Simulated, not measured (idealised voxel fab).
Herein follows the process module entitled voxel wiring stack.
Pictured: cross-section cut, 265 nm wide, on a grid of 5 nm square cells.
The cross-sections in this document take the form of a grid made of square cells. They are written out as bands, in order from top to bottom. Each band consists of one or more rows of cells.
Per band: top height and bottom height in nm, followed by the left-to-right materials and their widths in nm; "all across" marks a single material spanning edge to edge, "blank" marks empty space.
Below 0: as-received wafer, all one material; heights counted from there. Lowest band: no bottom, goes on down, written "0 nm and below".
It should be noted that a width expressed as "30->40" varies in equal increments from row to row of cells within the band, taking the value of the first number at the top row and that of the second number at the bottom row.
Basically "remained the same" means that step didn't change any cell in the cross-section.
"Fully closed voids" enumerates empty spaces isolated from the top, with no open way to it, that contain at least 8 cells, giving each as width x height at distance from the left edge, all three in nm.
Heads up: the bit after the settings on a step's line is the simulator's remark on that step.
On any step carrying a mask, the "overlay nm" setting, if present on the step's line, tells how far right of its planned place the mask lay; negative values point to the left.

# List of planned process steps
| 1 | RECEIVE | material Si |
| 2 | CONFORMAL_DEP | material SiO2 | thk nm 15 |
| 3 | CONFORMAL_DEP | material SiN | thk nm 5 |
| 4 | DIRECTIONAL_DEP | material lowk | thk nm 15 |
| 5 | PATTERN | tone open | mask id METAL_1 | material resist | width nm 25 | pitch nm 45 | thk nm 15 | overlay nm 0 |
| 6 | DIRECTIONAL_ETCH | etch materials lowk | depth nm 15 |
| 7 | DIRECTIONAL_ETCH | etch materials SiN | depth nm 5 |
| 8 | STRIP | etch materials resist |
| 9 | CONFORMAL_DEP | material TiN | thk nm 5 |
| 10 | FILL_DEP | material Cu | thk nm 5 |
| 11 | CMP | height nm 35 |
| 12 | EPI | material Ru | thk nm 5 |
| 13 | FILL_DEP | material SiCN | thk nm 5 |
| 14 | DIRECTIONAL_DEP | material SiO2 | thk nm 10 |
| 15 | MASKED_ETCH | tone open | mask id PLUG_1 | width nm 15 | pitch nm 90 | etch materials SiO2 | depth nm 10 | overlay nm 0 |
| 16 | MASKED_ETCH | tone open | mask id PLUG_1 | width nm 15 | pitch nm 90 | etch materials SiCN | depth nm 5 | overlay nm 0 |
| 17 | EPI | material Ru | thk nm 10 |
| 18 | EPI | material Ru | thk nm 5 |
| 19 | CONFORMAL_DEP | material SiN | thk nm 5 |
| 20 | DIRECTIONAL_DEP | material SiO2 | thk nm 20 |
| 21 | MASKED_ETCH | tone open | mask id METAL_2 | width nm 25 | pitch nm 45 | etch materials SiO2 | depth nm 20 | overlay nm 0 |
| 22 | MASKED_ETCH | tone open | mask id METAL_2 | width nm 25 | pitch nm 45 | etch materials SiN | depth nm 5 | overlay nm 0 |
| 23 | CONFORMAL_DEP | material TiN | thk nm 5 |
| 24 | FILL_DEP | material Cu | thk nm 10 |
| 25 | CMP | height nm 80 |
| 26 | CONFORMAL_DEP | material SiCN | thk nm 5 |
| 27 | DIRECTIONAL_DEP | material SiO2 | thk nm 25 |
| 28 | DIRECTIONAL_DEP | material aC | thk nm 10 |
| 29 | PATTERN | tone open | mask id METAL_3 | material resist | width nm 25 | pitch nm 45 | thk nm 30 | overlay nm 0 |
| 30 | DIRECTIONAL_ETCH | etch materials aC | depth nm 10 |
| 31 | STRIP | etch materials resist |
| 32 | DIRECTIONAL_ETCH | etch materials SiO2 | depth nm 15 |
| 33 | STRIP | etch materials aC |
| 34 | DIRECTIONAL_DEP | material aC | thk nm 10 |
| 35 | PATTERN | tone open | mask id METAL_3_HOLES | material resist | width nm 15 | pitch nm 45 | thk nm 30 | overlay nm 0 |
| 36 | DIRECTIONAL_ETCH | etch materials aC | depth nm 10 |
| 37 | STRIP | etch materials resist |
| 38 | DIRECTIONAL_ETCH | etch materials SiO2 | depth nm 10 |
| 39 | DIRECTIONAL_ETCH | etch materials SiCN | depth nm 5 |
| 40 | STRIP | etch materials aC |
| 41 | CONFORMAL_DEP | material TiN | thk nm 5 |
| 42 | FILL_DEP | material Cu | thk nm 10 |
| 43 | CMP | height nm 110 |
| 44 | CONFORMAL_DEP | material SiCN | thk nm 5 |
| 45 | DIRECTIONAL_DEP | material SiO2 | thk nm 30 |
| 46 | DIRECTIONAL_DEP | material aC | thk nm 10 |
| 47 | PATTERN | tone open | mask id METAL_4_HOLES | material resist | width nm 15 | pitch nm 90 | thk nm 25 | overlay nm 0 |
| 48 | DIRECTIONAL_ETCH | etch materials aC | depth nm 10 |
| 49 | STRIP | etch materials resist |
| 50 | DIRECTIONAL_ETCH | etch materials SiO2 | depth nm 30 |
| 51 | STRIP | etch materials aC |
| 52 | MASKED_ETCH | tone open | mask id METAL_4 | width nm 25 | pitch nm 45 | etch materials SiO2 | depth nm 20 | overlay nm 0 |
| 53 | MASKED_ETCH | tone open | mask id METAL_4 | width nm 25 | pitch nm 45 | etch materials SiCN | depth nm 5 | overlay nm 0 |
| 54 | CONFORMAL_DEP | material TiN | thk nm 5 |
| 55 | FILL_DEP | material Ru | thk nm 10 |
| 56 | CMP | height nm 145 |
| 57 | CONFORMAL_DEP | material SiCN | thk nm 5 |

# Incoming wafer, cross-sectional view, post step 1
  0 nm and below = Si all across
  Fully closed voids: none

# Wafer cross-section at end of module: start and plan as shown above, one execution error
  150 nm to 145 nm = SiCN all across
  145 nm to 130 nm = SiO2 (50) / TiN (5) / Ru (15) / TiN (5) / SiO2 (20) / TiN (5) / Ru (15) / TiN (5) / SiO2 (20) / TiN (5) / Ru (15) / TiN (5) / SiO2 (20) / TiN (5) / Ru (15) / TiN (5) / SiO2 (55)
  130 nm to 125 nm = SiO2 (50) / TiN (5) / Ru (5) / TiN (15) / SiO2 (20) / TiN (25) / SiO2 (20) / TiN (5) / Ru (5) / TiN (15) / SiO2 (20) / TiN (25) / SiO2 (55)
  125 nm to 115 nm = SiO2 (50) / TiN (5) / Ru (5) / TiN (5) / SiO2 (75) / TiN (5) / Ru (5) / TiN (5) / SiO2 (110)
  115 nm to 110 nm = SiCN (50) / TiN (15) / SiCN (75) / TiN (15) / SiCN (110)
  110 nm to 100 nm = SiO2 (50) / TiN (5->10) / Cu (10->5) / TiN (5) / SiO2 (25) / TiN (5->10) / Cu (10->5) / TiN (5) / SiO2 (25) / TiN (5->10) / Cu (10->5) / TiN (5) / SiO2 (25) / TiN (5->10) / Cu (10->5) / TiN (5) / SiO2 (60)
  100 nm to 95 nm = SiO2 (55) / TiN (15) / SiO2 (30) / TiN (15) / SiO2 (30) / TiN (15) / SiO2 (30) / TiN (15) / SiO2 (60)
  95 nm to 85 nm = SiO2 (55) / TiN (10) / SiO2 (35) / TiN (10) / SiO2 (35) / TiN (10) / SiO2 (35) / TiN (10) / SiO2 (65)
  85 nm to 80 nm = SiCN (55) / TiN (10) / SiCN (35) / TiN (10) / SiCN (35) / TiN (10) / SiCN (35) / TiN (10) / SiCN (65)
  80 nm to 60 nm = SiO2 (50) / TiN (5) / Cu (15) / TiN (5) / SiO2 (20) / TiN (5) / Cu (15) / TiN (5) / SiO2 (20) / TiN (5) / Cu (15) / TiN (5) / SiO2 (20) / TiN (5) / Cu (15) / TiN (5) / SiO2 (55)
  60 nm to 55 nm = SiN (50) / TiN (25) / SiN (20) / TiN (25) / SiN (20) / TiN (25) / SiN (20) / TiN (25) / SiN (55)
  55 nm to 45 nm = SiO2 (50) / Ru (15) / SiO2 (75) / Ru (15) / SiO2 (110)
  45 nm to 40 nm = SiCN (50) / Ru (15) / SiCN (75) / Ru (15) / SiCN (110)
  40 nm to 35 nm = SiCN (45) / Ru (35) / SiCN (10) / Ru (35) / SiCN (10) / Ru (35) / SiCN (10) / Ru (35) / SiCN (50)
  35 nm to 20 nm = lowk (50) / TiN (5) / Cu (15) / TiN (5) / lowk (20) / TiN (5) / Cu (15) / TiN (5) / lowk (20) / TiN (5) / Cu (15) / TiN (5) / lowk (20) / TiN (5) / Cu (15) / TiN (5) / lowk (55)
  20 nm to 15 nm = SiN (50) / TiN (25) / SiN (20) / TiN (25) / SiN (20) / TiN (25) / SiN (20) / TiN (25) / SiN (55)
  15 nm to 0 nm = SiO2 all across
  0 nm and below = Si all across
  Fully closed voids: none
In executing the process, a mistake was made relative to the plan: off-plan run, step 29, actual operation and settings PATTERN | tone open | mask id METAL_3 | material resist | width nm 15 | pitch nm 45 | thk nm 30 | overlay nm 0
